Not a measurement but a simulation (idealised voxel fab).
Proc. module: voxel capacitor over wiring
Shown is cross-section cut, with a width of 155 nm and square cells of size 5 nm.
This document writes a cross-section as a grid whose cells are square, and gives it as bands, listed from the top down; one or more rows of cells form a band. It is stipulated that each band's entry specify, in nanometres, the height of the top of the band and then that of its bottom, followed by the materials of the band in left-to-right sequence, each together with its width in nanometres. A single material marked by the word "edge to edge" is understood to fill the band from edge to edge; the word "blank" is understood to denote empty space. The reference from which all heights are counted is 0, the level beneath which the as-received wafer is entirely one material; the lowest band, having no lower bound, proceeds downward and is written after the example "0..down". Per-row width for "30->40": begins at first number (top row of band), ends at second number (bottom row), increment between rows held constant. "no change" after a step means that no cell of the cross-section changed. "Enclosed voids" contains a list of empty spaces, each no smaller than 8 cells and without an open way to the top, written in the form width x height at distance with the distance from the left edge and all three in nm. Note: text after step settings on the step line = simulator remark on that step. overlay nm: step with mask; distance mask lay right of planned place; negative value = left of planned place. Structure of the following material. The material consists of pairs of cross-sections. Each pair comprises the cross-section before one process step and the cross-section after that step, the latter shown only down to the lowest band that changed. The step between the cross-sections is specified beneath each pair, including its settings. Pairs are not necessarily consecutive: they may derive from different runs of this module performed on the same starting wafer. Continuity with the pair above is to be assumed only where the entry headed "Pre-step view" of the pair in question states it.

**Pre-step view**
	0..down  Si edge to edge
	Enclosed voids: none

**Section After Processing**
	15..0  SiO2 edge to edge
	Whatever lies below 0 is exactly as it was before.
	Enclosed voids: none
Step between the pre-process and post-process cross-sections given above: CONFORMAL_DEP,material SiO2,thk nm 15

Pre-step view: Please consult the pair immediately above; the cross-section it shows after its step is the state before this step.

**Section After Processing**
	20..15  SiCN edge to edge
	Whatever lies below 15 is exactly as it was before.
	Enclosed voids: none
Step between the pre-process and post-process cross-sections given above: CONFORMAL_DEP,material SiCN,thk nm 5

Pre-step view: Please consult the pair immediately above; the cross-section it shows after its step is the state before this step.

**Section After Processing**
	45..20  SiO2 edge to edge
	Whatever lies below 20 is exactly as it was before.
	Enclosed voids: none
Step between the pre-process and post-process cross-sections given above: DIRECTIONAL_DEP,material SiO2,thk nm 25

Pre-step view: Please consult the pair immediately above; the cross-section it shows after its step is the state before this step.

**Section After Processing**
	55..45  aC edge to edge
	Whatever lies below 45 is exactly as it was before.
	Enclosed voids: none
Step between the pre-process and post-process cross-sections given above: DIRECTIONAL_DEP,material aC,thk nm 10

Pre-step view: Please consult the pair immediately above; the cross-section it shows after its step is the state before this step.

**Section After Processing**
	85..55  resist=15, then blank=30, then resist=65, then blank=30, then resist=15
	Whatever lies below 55 is exactly as it was before.
	Enclosed voids: none
Step between the pre-process and post-process cross-sections given above: PATTERN,tone open,mask id METAL_1,material resist,width nm 30,pitch nm 95,thk nm 30,overlay nm 0

Pre-step view: Please consult the pair immediately above; the cross-section it shows after its step is the state before this step.

**Section After Processing**
	75..55  resist=15, then blank=30, then resist=65, then blank=30, then resist=15
	55..45  aC=15, then blank=30, then aC=65, then blank=30, then aC=15
	Whatever lies below 45 is exactly as it was before.
	Enclosed voids: none
Step between the pre-process and post-process cross-sections given above: DIRECTIONAL_ETCH,etch materials aC,depth nm 10

Pre-step view: Please consult the pair immediately above; the cross-section it shows after its step is the state before this step.

**Section After Processing**
	55..45  aC=15, then blank=30, then aC=65, then blank=30, then aC=15
	Whatever lies below 45 is exactly as it was before.
	Enclosed voids: none
Step between the pre-process and post-process cross-sections given above: STRIP,etch materials resist

Pre-step view: Please consult the pair immediately above; the cross-section it shows after its step is the state before this step.

**Section After Processing**
	55..45  aC=15, then blank=30, then aC=65, then blank=30, then aC=15
	45..20  SiO2=15, then blank=30, then SiO2=65, then blank=30, then SiO2=15
	Whatever lies below 20 is exactly as it was before.
	Enclosed voids: none
Step between the pre-process and post-process cross-sections given above: DIRECTIONAL_ETCH,etch materials SiO2,depth nm 25

Pre-step view: Please consult the pair immediately above; the cross-section it shows after its step is the state before this step.

**Section After Processing**
	55..45  aC=15, then blank=30, then aC=65, then blank=30, then aC=15
	45..20  SiO2=15, then blank=30, then SiO2=65, then blank=30, then SiO2=15
	20..15  SiCN=15, then blank=30, then SiCN=65, then blank=30, then SiCN=15
	Whatever lies below 15 is exactly as it was before.
	Enclosed voids: none
Step between the pre-process and post-process cross-sections given above: DIRECTIONAL_ETCH,etch materials SiCN,depth nm 5

Pre-step view: Please consult the pair immediately above; the cross-section it shows after its step is the state before this step.

**Section After Processing**
	45..20  SiO2=15, then blank=30, then SiO2=65, then blank=30, then SiO2=15
	Whatever lies below 20 is exactly as it was before.
	Enclosed voids: none
Step between the pre-process and post-process cross-sections given above: STRIP,etch materials aC

Pre-step view: Please consult the pair immediately above; the cross-section it shows after its step is the state before this step.

**Section After Processing**
	50..45  TiN=20, then blank=20, then TiN=75, then blank=20, then TiN=20
	45..20  SiO2=15, then TiN=5, then blank=20, then TiN=5, then SiO2=65, then TiN=5, then blank=20, then TiN=5, then SiO2=15
	20..15  SiCN=15, then TiN=30, then SiCN=65, then TiN=30, then SiCN=15
	Whatever lies below 15 is exactly as it was before.
	Enclosed voids: none
Step between the pre-process and post-process cross-sections given above: CONFORMAL_DEP,material TiN,thk nm 5

Pre-step view: Please consult the pair immediately above; the cross-section it shows after its step is the state before this step.

**Section After Processing**
	60..50  Cu edge to edge
	50..45  TiN=20, then Cu=20, then TiN=75, then Cu=20, then TiN=20
	45..20  SiO2=15, then TiN=5, then Cu=20, then TiN=5, then SiO2=65, then TiN=5, then Cu=20, then TiN=5, then SiO2=15
	Whatever lies below 20 is exactly as it was before.
	Enclosed voids: none
Step between the pre-process and post-process cross-sections given above: FILL_DEP,material Cu,thk nm 10

Pre-step view: Please consult the pair immediately above; the cross-section it shows after its step is the state before this step.

**Section After Processing**
	45..20  SiO2=15, then TiN=5, then Cu=20, then TiN=5, then SiO2=65, then TiN=5, then Cu=20, then TiN=5, then SiO2=15
	Whatever lies below 20 is exactly as it was before.
	Enclosed voids: none
Step between the pre-process and post-process cross-sections given above: CMP,height nm 45

Pre-step view: Please consult the pair immediately above; the cross-section it shows after its step is the state before this step.

**Section After Processing**
	50..45  SiCN edge to edge
	Whatever lies below 45 is exactly as it was before.
	Enclosed voids: none
Step between the pre-process and post-process cross-sections given above: CONFORMAL_DEP,material SiCN,thk nm 5

Pre-step view: Please consult the pair immediately above; the cross-section it shows after its step is the state before this step.

**Section After Processing**
	60..50  SiO2 edge to edge
	Whatever lies below 50 is exactly as it was before.
	Enclosed voids: none
Step between the pre-process and post-process cross-sections given above: DIRECTIONAL_DEP,material SiO2,thk nm 10

Pre-step view: Please consult the pair immediately above; the cross-section it shows after its step is the state before this step.

**Section After Processing**
	60..50  SiO2=30, then blank=15, then SiO2=110
	Whatever lies below 50 is exactly as it was before.
	Enclosed voids: none
Step between the pre-process and post-process cross-sections given above: MASKED_ETCH,tone open,mask id PLUG_1,width nm 15,etch materials SiO2,depth nm 10,overlay nm 0

Pre-step view: Please consult the pair immediately above; the cross-section it shows after its step is the state before this step.

**Section After Processing**
	60..50  SiO2=30, then blank=15, then SiO2=110
	50..45  SiCN=30, then blank=15, then SiCN=110
	Whatever lies below 45 is exactly as it was before.
	Enclosed voids: none
Step between the pre-process and post-process cross-sections given above: MASKED_ETCH,tone open,mask id PLUG_1,width nm 15,etch materials SiCN,depth nm 5,overlay nm 0

Pre-step view: Please consult the pair immediately above; the cross-section it shows after its step is the state before this step.

**Section After Processing**
	65..60  TiN=35, then blank=5, then TiN=115
	60..50  SiO2=30, then TiN=5, then blank=5, then TiN=5, then SiO2=110
	50..45  SiCN=30, then TiN=15, then SiCN=110
	Whatever lies below 45 is exactly as it was before.
	Enclosed voids: none
Step between the pre-process and post-process cross-sections given above: CONFORMAL_DEP,material TiN,thk nm 5

Pre-step view: Please consult the pair immediately above; the cross-section it shows after its step is the state before this step.

**Section After Processing**
	75..65  W edge to edge
	65..60  TiN=35, then W=5, then TiN=115
	60..50  SiO2=30, then TiN=5, then W=5, then TiN=5, then SiO2=110
	Whatever lies below 50 is exactly as it was before.
	Enclosed voids: none
Step between the pre-process and post-process cross-sections given above: FILL_DEP,material W,thk nm 10

Pre-step view: Please consult the pair immediately above; the cross-section it shows after its step is the state before this step.

**Section After Processing**
	60..50  SiO2=30, then TiN=5, then W=5, then TiN=5, then SiO2=110
	Whatever lies below 50 is exactly as it was before.
	Enclosed voids: none
Step between the pre-process and post-process cross-sections given above: CMP,height nm 60

Pre-step view: Please consult the pair immediately above; the cross-section it shows after its step is the state before this step.

**Section After Processing**
	70..60  TiN edge to edge
	Whatever lies below 60 is exactly as it was before.
	Enclosed voids: none
Step between the pre-process and post-process cross-sections given above: DIRECTIONAL_DEP,material TiN,thk nm 10

Pre-step view: Please consult the pair immediately above; the cross-section it shows after its step is the state before this step.

**Section After Processing**
	75..70  HfO2 edge to edge
	Whatever lies below 70 is exactly as it was before.
	Enclosed voids: none
Step between the pre-process and post-process cross-sections given above: DIRECTIONAL_DEP,material HfO2,thk nm 5

Pre-step view: Please consult the pair immediately above; the cross-section it shows after its step is the state before this step.

**Section After Processing**
	85..75  TiN edge to edge
	Whatever lies below 75 is exactly as it was before.
	Enclosed voids: none
Step between the pre-process and post-process cross-sections given above: DIRECTIONAL_DEP,material TiN,thk nm 10

Pre-step view: Please consult the pair immediately above; the cross-section it shows after its step is the state before this step.

**Section After Processing**
	100..85  blank=30, then resist=70, then blank=55
	Whatever lies below 85 is exactly as it was before.
	Enclosed voids: none
Step between the pre-process and post-process cross-sections given above: PATTERN,tone cover,mask id UPPER_PLATE,material resist,width nm 70,thk nm 15,overlay nm 0

Pre-step view: Please consult the pair immediately above; the cross-section it shows after its step is the state before this step.

**Section After Processing**
	100..85  blank=30, then resist=70, then blank=55
	85..75  blank=30, then TiN=70, then blank=55
	Whatever lies below 75 is exactly as it was before.
	Enclosed voids: none
Step between the pre-process and post-process cross-sections given above: DIRECTIONAL_ETCH,etch materials TiN,depth nm 10

Pre-step view: Please consult the pair immediately above; the cross-section it shows after its step is the state before this step.

**Section After Processing**
	100..85  blank=30, then resist=70, then blank=55
	85..75  blank=30, then TiN=70, then blank=55
	75..70  blank=30, then HfO2=70, then blank=55
	Whatever lies below 70 is exactly as it was before.
	Enclosed voids: none
Step between the pre-process and post-process cross-sections given above: DIRECTIONAL_ETCH,etch materials HfO2,depth nm 5

Pre-step view: Please consult the pair immediately above; the cross-section it shows after its step is the state before this step.

**Section After Processing**
	85..75  blank=30, then TiN=70, then blank=55
	Whatever lies below 75 is exactly as it was before.
	Enclosed voids: none
Step between the pre-process and post-process cross-sections given above: STRIP,etch materials resist

Pre-step view: Please consult the pair immediately above; the cross-section it shows after its step is the state before this step.

**Section After Processing**
	95..85  blank=30, then aC=70, then blank=55
	85..80  blank=30, then TiN=70, then blank=55
	80..75  aC=30, then TiN=70, then aC=55
	75..70  aC=30, then HfO2=70, then aC=55
	Whatever lies below 70 is exactly as it was before.
	Enclosed voids: none
Step between the pre-process and post-process cross-sections given above: DIRECTIONAL_DEP,material aC,thk nm 10

Pre-step view: Please consult the pair immediately above; the cross-section it shows after its step is the state before this step.

**Section After Processing**
	120..95  blank=25, then resist=80, then blank=50
	95..85  blank=25, then resist=5, then aC=70, then resist=5, then blank=50
	85..80  blank=25, then resist=5, then TiN=70, then resist=5, then blank=50
	Whatever lies below 80 is exactly as it was before.
	Enclosed voids: none
Step between the pre-process and post-process cross-sections given above: PATTERN,tone cover,mask id LOWER_PLATE,material resist,width nm 80,thk nm 25,overlay nm 0

Pre-step view: Please consult the pair immediately above; the cross-section it shows after its step is the state before this step.

**Section After Processing**
	110..95  blank=25, then resist=80, then blank=50
	95..85  blank=25, then resist=5, then aC=70, then resist=5, then blank=50
	85..80  blank=25, then resist=5, then TiN=70, then resist=5, then blank=50
	80..75  blank=25, then aC=5, then TiN=70, then aC=5, then blank=50
	75..70  blank=25, then aC=5, then HfO2=70, then aC=5, then blank=50
	Whatever lies below 70 is exactly as it was before.
	Enclosed voids: none
Step between the pre-process and post-process cross-sections given above: DIRECTIONAL_ETCH,etch materials aC,depth nm 10

Pre-step view: Please consult the pair immediately above; the cross-section it shows after its step is the state before this step.

**Section After Processing**
	95..85  blank=30, then aC=70, then blank=55
	85..80  blank=30, then TiN=70, then blank=55
	Whatever lies below 80 is exactly as it was before.
	Enclosed voids: none
Step between the pre-process and post-process cross-sections given above: STRIP,etch materials resist

Pre-step view: Please consult the pair immediately above; the cross-section it shows after its step is the state before this step.

**Section After Processing**
	95..85  blank=30, then aC=70, then blank=55
	85..80  blank=30, then TiN=70, then blank=55
	80..75  blank=25, then aC=5, then TiN=70, then aC=5, then blank=50
	75..70  blank=25, then aC=5, then HfO2=70, then aC=5, then blank=50
	70..60  blank=25, then TiN=80, then blank=50
	Whatever lies below 60 is exactly as it was before.
	Enclosed voids: none
Step between the pre-process and post-process cross-sections given above: DIRECTIONAL_ETCH,etch materials TiN,depth nm 10

Pre-step view: Please consult the pair immediately above; the cross-section it shows after its step is the state before this step.

**Section After Processing**
	85..75  blank=30, then TiN=70, then blank=55
	75..70  blank=30, then HfO2=70, then blank=55
	Whatever lies below 70 is exactly as it was before.
	Enclosed voids: none
Step between the pre-process and post-process cross-sections given above: STRIP,etch materials aC

Pre-step view: Please consult the pair immediately above; the cross-section it shows after its step is the state before this step.

**Section After Processing**
	105..85  SiO2 edge to edge
	85..75  SiO2=30, then TiN=70, then SiO2=55
	75..70  SiO2=30, then HfO2=70, then SiO2=55
	70..60  SiO2=25, then TiN=80, then SiO2=50
	Whatever lies below 60 is exactly as it was before.
	Enclosed voids: none
Step between the pre-process and post-process cross-sections given above: FILL_DEP,material SiO2,thk nm 20

Pre-step view: Please consult the pair immediately above; the cross-section it shows after its step is the state before this step.

**Section After Processing**
	100..85  SiO2 edge to edge
	Whatever lies below 85 is exactly as it was before.
	Enclosed voids: none
Step between the pre-process and post-process cross-sections given above: CMP,height nm 100

Pre-step view: Please consult the pair immediately above; the cross-section it shows after its step is the state before this step.

**Section After Processing**
	100..85  SiO2=40, then blank=15, then SiO2=100
	Whatever lies below 85 is exactly as it was before.
	Enclosed voids: none
Step between the pre-process and post-process cross-sections given above: MASKED_ETCH,tone open,mask id PLUG_2,width nm 15,etch materials SiO2,depth nm 15,overlay nm 0

Pre-step view: Please consult the pair immediately above; the cross-section it shows after its step is the state before this step.

**Section After Processing**
	105..100  TiN=45, then blank=5, then TiN=105
	100..90  SiO2=40, then TiN=5, then blank=5, then TiN=5, then SiO2=100
	90..85  SiO2=40, then TiN=15, then SiO2=100
	Whatever lies below 85 is exactly as it was before.
	Enclosed voids: none
Step between the pre-process and post-process cross-sections given above: CONFORMAL_DEP,material TiN,thk nm 5

Pre-step view: Please consult the pair immediately above; the cross-section it shows after its step is the state before this step.

**Section After Processing**
	115..105  Ru edge to edge
	105..100  TiN=45, then Ru=5, then TiN=105
	100..90  SiO2=40, then TiN=5, then Ru=5, then TiN=5, then SiO2=100
	Whatever lies below 90 is exactly as it was before.
	Enclosed voids: none
Step between the pre-process and post-process cross-sections given above: FILL_DEP,material Ru,thk nm 10

Pre-step view: Please consult the pair immediately above; the cross-section it shows after its step is the state before this step.

**Section After Processing**
	100..90  SiO2=40, then TiN=5, then Ru=5, then TiN=5, then SiO2=100
	Whatever lies below 90 is exactly as it was before.
	Enclosed voids: none
Step between the pre-process and post-process cross-sections given above: CMP,height nm 100

Pre-step view: Please consult the pair immediately above; the cross-section it shows after its step is the state before this step.

**Section After Processing**
	105..100  SiCN edge to edge
	Whatever lies below 100 is exactly as it was before.
	Enclosed voids: none
Step between the pre-process and post-process cross-sections given above: CONFORMAL_DEP,material SiCN,thk nm 5

**Pre-step view**
	60..50  Cu edge to edge
	50..45  TiN=20, then Cu=20, then TiN=75, then Cu=20, then TiN=20
	45..20  SiO2=15, then TiN=5, then Cu=20, then TiN=5, then SiO2=65, then TiN=5, then Cu=20, then TiN=5, then SiO2=15
	20..15  SiCN=15, then TiN=30, then SiCN=65, then TiN=30, then SiCN=15
	15..0  SiO2 edge to edge
	0..down  Si edge to edge
	Enclosed voids: none

**Section After Processing**
	65..60  SiCN edge to edge
	Whatever lies below 60 is exactly as it was before.
	Enclosed voids: none
Step between the pre-process and post-process cross-sections given above: CONFORMAL_DEP,material SiCN,thk nm 5

Pre-step view: Please consult the pair immediately above; the cross-section it shows after its step is the state before this step.

**Section After Processing**
	75..65  SiO2 edge to edge
	Whatever lies below 65 is exactly as it was before.
	Enclosed voids: none
Step between the pre-process and post-process cross-sections given above: DIRECTIONAL_DEP,material SiO2,thk nm 10

Pre-step view: Please consult the pair immediately above; the cross-section it shows after its step is the state before this step.

**Section After Processing**
	75..65  SiO2=30, then blank=15, then SiO2=110
	Whatever lies below 65 is exactly as it was before.
	Enclosed voids: none
Step between the pre-process and post-process cross-sections given above: MASKED_ETCH,tone open,mask id PLUG_1,width nm 15,etch materials SiO2,depth nm 10,overlay nm 0

Pre-step view: Please consult the pair immediately above; the cross-section it shows after its step is the state before this step.

**Section After Processing**
	75..65  SiO2=30, then blank=15, then SiO2=110
	65..60  SiCN=30, then blank=15, then SiCN=110
	Whatever lies below 60 is exactly as it was before.
	Enclosed voids: none
Step between the pre-process and post-process cross-sections given above: MASKED_ETCH,tone open,mask id PLUG_1,width nm 15,etch materials SiCN,depth nm 5,overlay nm 0

Pre-step view: Please consult the pair immediately above; the cross-section it shows after its step is the state before this step.

**Section After Processing**
	80..75  TiN=35, then blank=5, then TiN=115
	75..65  SiO2=30, then TiN=5, then blank=5, then TiN=5, then SiO2=110
	65..60  SiCN=30, then TiN=15, then SiCN=110
	Whatever lies below 60 is exactly as it was before.
	Enclosed voids: none
Step between the pre-process and post-process cross-sections given above: CONFORMAL_DEP,material TiN,thk nm 5

Pre-step view: Please consult the pair immediately above; the cross-section it shows after its step is the state before this step.

**Section After Processing**
	90..80  W edge to edge
	80..75  TiN=35, then W=5, then TiN=115
	75..65  SiO2=30, then TiN=5, then W=5, then TiN=5, then SiO2=110
	Whatever lies below 65 is exactly as it was before.
	Enclosed voids: none
Step between the pre-process and post-process cross-sections given above: FILL_DEP,material W,thk nm 10

Pre-step view: Please consult the pair immediately above; the cross-section it shows after its step is the state before this step.

**Section After Processing**
	60..50  Cu edge to edge
	Whatever lies below 50 is exactly as it was before.
	Enclosed voids: none
Step between the pre-process and post-process cross-sections given above: CMP,height nm 60

Pre-step view: Please consult the pair immediately above; the cross-section it shows after its step is the state before this step.

**Section After Processing**
	70..60  TiN edge to edge
	Whatever lies below 60 is exactly as it was before.
	Enclosed voids: none
Step between the pre-process and post-process cross-sections given above: DIRECTIONAL_DEP,material TiN,thk nm 10

Pre-step view: Please consult the pair immediately above; the cross-section it shows after its step is the state before this step.

**Section After Processing**
	75..70  HfO2 edge to edge
	Whatever lies below 70 is exactly as it was before.
	Enclosed voids: none
Step between the pre-process and post-process cross-sections given above: DIRECTIONAL_DEP,material HfO2,thk nm 5

Pre-step view: Please consult the pair immediately above; the cross-section it shows after its step is the state before this step.

**Section After Processing**
	85..75  TiN edge to edge
	Whatever lies below 75 is exactly as it was before.
	Enclosed voids: none
Step between the pre-process and post-process cross-sections given above: DIRECTIONAL_DEP,material TiN,thk nm 10

Pre-step view: Please consult the pair immediately above; the cross-section it shows after its step is the state before this step.

**Section After Processing**
	100..85  blank=30, then resist=70, then blank=55
	Whatever lies below 85 is exactly as it was before.
	Enclosed voids: none
Step between the pre-process and post-process cross-sections given above: PATTERN,tone cover,mask id UPPER_PLATE,material resist,width nm 70,thk nm 15,overlay nm 0

Pre-step view: Please consult the pair immediately above; the cross-section it shows after its step is the state before this step.

**Section After Processing**
	100..85  blank=30, then resist=70, then blank=55
	85..75  blank=30, then TiN=70, then blank=55
	Whatever lies below 75 is exactly as it was before.
	Enclosed voids: none
Step between the pre-process and post-process cross-sections given above: DIRECTIONAL_ETCH,etch materials TiN,depth nm 10

Pre-step view: Please consult the pair immediately above; the cross-section it shows after its step is the state before this step.

**Section After Processing**
	100..85  blank=30, then resist=70, then blank=55
	85..75  blank=30, then TiN=70, then blank=55
	75..70  blank=30, then HfO2=70, then blank=55
	Whatever lies below 70 is exactly as it was before.
	Enclosed voids: none
Step between the pre-process and post-process cross-sections given above: DIRECTIONAL_ETCH,etch materials HfO2,depth nm 5

Pre-step view: Please consult the pair immediately above; the cross-section it shows after its step is the state before this step.

**Section After Processing**
	85..75  blank=30, then TiN=70, then blank=55
	Whatever lies below 75 is exactly as it was before.
	Enclosed voids: none
Step between the pre-process and post-process cross-sections given above: STRIP,etch materials resist

Pre-step view: Please consult the pair immediately above; the cross-section it shows after its step is the state before this step.

**Section After Processing**
	95..85  blank=30, then aC=70, then blank=55
	85..80  blank=30, then TiN=70, then blank=55
	80..75  aC=30, then TiN=70, then aC=55
	75..70  aC=30, then HfO2=70, then aC=55
	Whatever lies below 70 is exactly as it was before.
	Enclosed voids: none
Step between the pre-process and post-process cross-sections given above: DIRECTIONAL_DEP,material aC,thk nm 10

Pre-step view: Please consult the pair immediately above; the cross-section it shows after its step is the state before this step.

**Section After Processing**
	120..95  blank=25, then resist=80, then blank=50
	95..85  blank=25, then resist=5, then aC=70, then resist=5, then blank=50
	85..80  blank=25, then resist=5, then TiN=70, then resist=5, then blank=50
	Whatever lies below 80 is exactly as it was before.
	Enclosed voids: none
Step between the pre-process and post-process cross-sections given above: PATTERN,tone cover,mask id LOWER_PLATE,material resist,width nm 80,thk nm 25,overlay nm 0

Pre-step view: Please consult the pair immediately above; the cross-section it shows after its step is the state before this step.

**Section After Processing**
	110..95  blank=25, then resist=80, then blank=50
	95..85  blank=25, then resist=5, then aC=70, then resist=5, then blank=50
	85..80  blank=25, then resist=5, then TiN=70, then resist=5, then blank=50
	80..75  blank=25, then aC=5, then TiN=70, then aC=5, then blank=50
	75..70  blank=25, then aC=5, then HfO2=70, then aC=5, then blank=50
	Whatever lies below 70 is exactly as it was before.
	Enclosed voids: none
Step between the pre-process and post-process cross-sections given above: DIRECTIONAL_ETCH,etch materials aC,depth nm 10

Pre-step view: Please consult the pair immediately above; the cross-section it shows after its step is the state before this step.

**Section After Processing**
	95..85  blank=30, then aC=70, then blank=55
	85..80  blank=30, then TiN=70, then blank=55
	Whatever lies below 80 is exactly as it was before.
	Enclosed voids: none
Step between the pre-process and post-process cross-sections given above: STRIP,etch materials resist

Pre-step view: Please consult the pair immediately above; the cross-section it shows after its step is the state before this step.

**Section After Processing**
	95..85  blank=30, then aC=70, then blank=55
	85..80  blank=30, then TiN=70, then blank=55
	80..75  blank=25, then aC=5, then TiN=70, then aC=5, then blank=50
	75..70  blank=25, then aC=5, then HfO2=70, then aC=5, then blank=50
	70..60  blank=25, then TiN=80, then blank=50
	Whatever lies below 60 is exactly as it was before.
	Enclosed voids: none
Step between the pre-process and post-process cross-sections given above: DIRECTIONAL_ETCH,etch materials TiN,depth nm 10

Pre-step view: Please consult the pair immediately above; the cross-section it shows after its step is the state before this step.

**Section After Processing**
	85..75  blank=30, then TiN=70, then blank=55
	75..70  blank=30, then HfO2=70, then blank=55
	Whatever lies below 70 is exactly as it was before.
	Enclosed voids: none
Step between the pre-process and post-process cross-sections given above: STRIP,etch materials aC

Pre-step view: Please consult the pair immediately above; the cross-section it shows after its step is the state before this step.

**Section After Processing**
	105..85  SiO2 edge to edge
	85..75  SiO2=30, then TiN=70, then SiO2=55
	75..70  SiO2=30, then HfO2=70, then SiO2=55
	70..60  SiO2=25, then TiN=80, then SiO2=50
	Whatever lies below 60 is exactly as it was before.
	Enclosed voids: none
Step between the pre-process and post-process cross-sections given above: FILL_DEP,material SiO2,thk nm 20

Pre-step view: Please consult the pair immediately above; the cross-section it shows after its step is the state before this step.

**Section After Processing**
	100..85  SiO2 edge to edge
	Whatever lies below 85 is exactly as it was before.
	Enclosed voids: none
Step between the pre-process and post-process cross-sections given above: CMP,height nm 100

Pre-step view: Please consult the pair immediately above; the cross-section it shows after its step is the state before this step.

**Section After Processing**
	100..85  SiO2=40, then blank=15, then SiO2=100
	Whatever lies below 85 is exactly as it was before.
	Enclosed voids: none
Step between the pre-process and post-process cross-sections given above: MASKED_ETCH,tone open,mask id PLUG_2,width nm 15,etch materials SiO2,depth nm 15,overlay nm 0

Pre-step view: Please consult the pair immediately above; the cross-section it shows after its step is the state before this step.

**Section After Processing**
	105..100  TiN=45, then blank=5, then TiN=105
	100..90  SiO2=40, then TiN=5, then blank=5, then TiN=5, then SiO2=100
	90..85  SiO2=40, then TiN=15, then SiO2=100
	Whatever lies below 85 is exactly as it was before.
	Enclosed voids: none
Step between the pre-process and post-process cross-sections given above: CONFORMAL_DEP,material TiN,thk nm 5

Pre-step view: Please consult the pair immediately above; the cross-section it shows after its step is the state before this step.

**Section After Processing**
	115..105  Ru edge to edge
	105..100  TiN=45, then Ru=5, then TiN=105
	100..90  SiO2=40, then TiN=5, then Ru=5, then TiN=5, then SiO2=100
	Whatever lies below 90 is exactly as it was before.
	Enclosed voids: none
Step between the pre-process and post-process cross-sections given above: FILL_DEP,material Ru,thk nm 10

Pre-step view: Please consult the pair immediately above; the cross-section it shows after its step is the state before this step.

**Section After Processing**
	100..90  SiO2=40, then TiN=5, then Ru=5, then TiN=5, then SiO2=100
	Whatever lies below 90 is exactly as it was before.
	Enclosed voids: none
Step between the pre-process and post-process cross-sections given above: CMP,height nm 100

Pre-step view: Please consult the pair immediately above; the cross-section it shows after its step is the state before this step.

**Section After Processing**
	105..100  SiCN edge to edge
	Whatever lies below 100 is exactly as it was before.
	Enclosed voids: none
Step between the pre-process and post-process cross-sections given above: CONFORMAL_DEP,material SiCN,thk nm 5

**Pre-step view**
	15..0  SiO2 edge to edge
	0..down  Si edge to edge
	Enclosed voids: none

**Section After Processing**
	30..0  SiO2 edge to edge
	Whatever lies below 0 is exactly as it was before.
	Enclosed voids: none
Step between the pre-process and post-process cross-sections given above: CONFORMAL_DEP,material SiO2,thk nm 15

Pre-step view: Please consult the pair immediately above; the cross-section it shows after its step is the state before this step.

**Section After Processing**
	35..30  SiCN edge to edge
	Whatever lies below 30 is exactly as it was before.
	Enclosed voids: none
Step between the pre-process and post-process cross-sections given above: CONFORMAL_DEP,material SiCN,thk nm 5

Pre-step view: Please consult the pair immediately above; the cross-section it shows after its step is the state before this step.

**Section After Processing**
	60..35  SiO2 edge to edge
	Whatever lies below 35 is exactly as it was before.
	Enclosed voids: none
Step between the pre-process and post-process cross-sections given above: DIRECTIONAL_DEP,material SiO2,thk nm 25

Pre-step view: Please consult the pair immediately above; the cross-section it shows after its step is the state before this step.

**Section After Processing**
	70..60  aC edge to edge
	Whatever lies below 60 is exactly as it was before.
	Enclosed voids: none
Step between the pre-process and post-process cross-sections given above: DIRECTIONAL_DEP,material aC,thk nm 10

Pre-step view: Please consult the pair immediately above; the cross-section it shows after its step is the state before this step.

**Section After Processing**
	100..70  resist=15, then blank=30, then resist=65, then blank=30, then resist=15
	Whatever lies below 70 is exactly as it was before.
	Enclosed voids: none
Step between the pre-process and post-process cross-sections given above: PATTERN,tone open,mask id METAL_1,material resist,width nm 30,pitch nm 95,thk nm 30,overlay nm 0

Pre-step view: Please consult the pair immediately above; the cross-section it shows after its step is the state before this step.

**Section After Processing**
	90..70  resist=15, then blank=30, then resist=65, then blank=30, then resist=15
	70..60  aC=15, then blank=30, then aC=65, then blank=30, then aC=15
	Whatever lies below 60 is exactly as it was before.
	Enclosed voids: none
Step between the pre-process and post-process cross-sections given above: DIRECTIONAL_ETCH,etch materials aC,depth nm 10

Pre-step view: Please consult the pair immediately above; the cross-section it shows after its step is the state before this step.

**Section After Processing**
	70..60  aC=15, then blank=30, then aC=65, then blank=30, then aC=15
	Whatever lies below 60 is exactly as it was before.
	Enclosed voids: none
Step between the pre-process and post-process cross-sections given above: STRIP,etch materials resist

Pre-step view: Please consult the pair immediately above; the cross-section it shows after its step is the state before this step.

**Section After Processing**
	70..60  aC=15, then blank=30, then aC=65, then blank=30, then aC=15
	60..35  SiO2=15, then blank=30, then SiO2=65, then blank=30, then SiO2=15
	Whatever lies below 35 is exactly as it was before.
	Enclosed voids: none
Step between the pre-process and post-process cross-sections given above: DIRECTIONAL_ETCH,etch materials SiO2,depth nm 25

Pre-step view: Please consult the pair immediately above; the cross-section it shows after its step is the state before this step.

**Section After Processing**
	70..60  aC=15, then blank=30, then aC=65, then blank=30, then aC=15
	60..35  SiO2=15, then blank=30, then SiO2=65, then blank=30, then SiO2=15
	35..30  SiCN=15, then blank=30, then SiCN=65, then blank=30, then SiCN=15
	Whatever lies below 30 is exactly as it was before.
	Enclosed voids: none
Step between the pre-process and post-process cross-sections given above: DIRECTIONAL_ETCH,etch materials SiCN,depth nm 5

Pre-step view: Please consult the pair immediately above; the cross-section it shows after its step is the state before this step.

**Section After Processing**
	60..35  SiO2=15, then blank=30, then SiO2=65, then blank=30, then SiO2=15
	Whatever lies below 35 is exactly as it was before.
	Enclosed voids: none
Step between the pre-process and post-process cross-sections given above: STRIP,etch materials aC

Pre-step view: Please consult the pair immediately above; the cross-section it shows after its step is the state before this step.

**Section After Processing**
	65..60  TiN=20, then blank=20, then TiN=75, then blank=20, then TiN=20
	60..35  SiO2=15, then TiN=5, then blank=20, then TiN=5, then SiO2=65, then TiN=5, then blank=20, then TiN=5, then SiO2=15
	35..30  SiCN=15, then TiN=30, then SiCN=65, then TiN=30, then SiCN=15
	Whatever lies below 30 is exactly as it was before.
	Enclosed voids: none
Step between the pre-process and post-process cross-sections given above: CONFORMAL_DEP,material TiN,thk nm 5

Pre-step view: Please consult the pair immediately above; the cross-section it shows after its step is the state before this step.

**Section After Processing**
	75..65  Cu edge to edge
	65..60  TiN=20, then Cu=20, then TiN=75, then Cu=20, then TiN=20
	60..35  SiO2=15, then TiN=5, then Cu=20, then TiN=5, then SiO2=65, then TiN=5, then Cu=20, then TiN=5, then SiO2=15
	Whatever lies below 35 is exactly as it was before.
	Enclosed voids: none
Step between the pre-process and post-process cross-sections given above: FILL_DEP,material Cu,thk nm 10
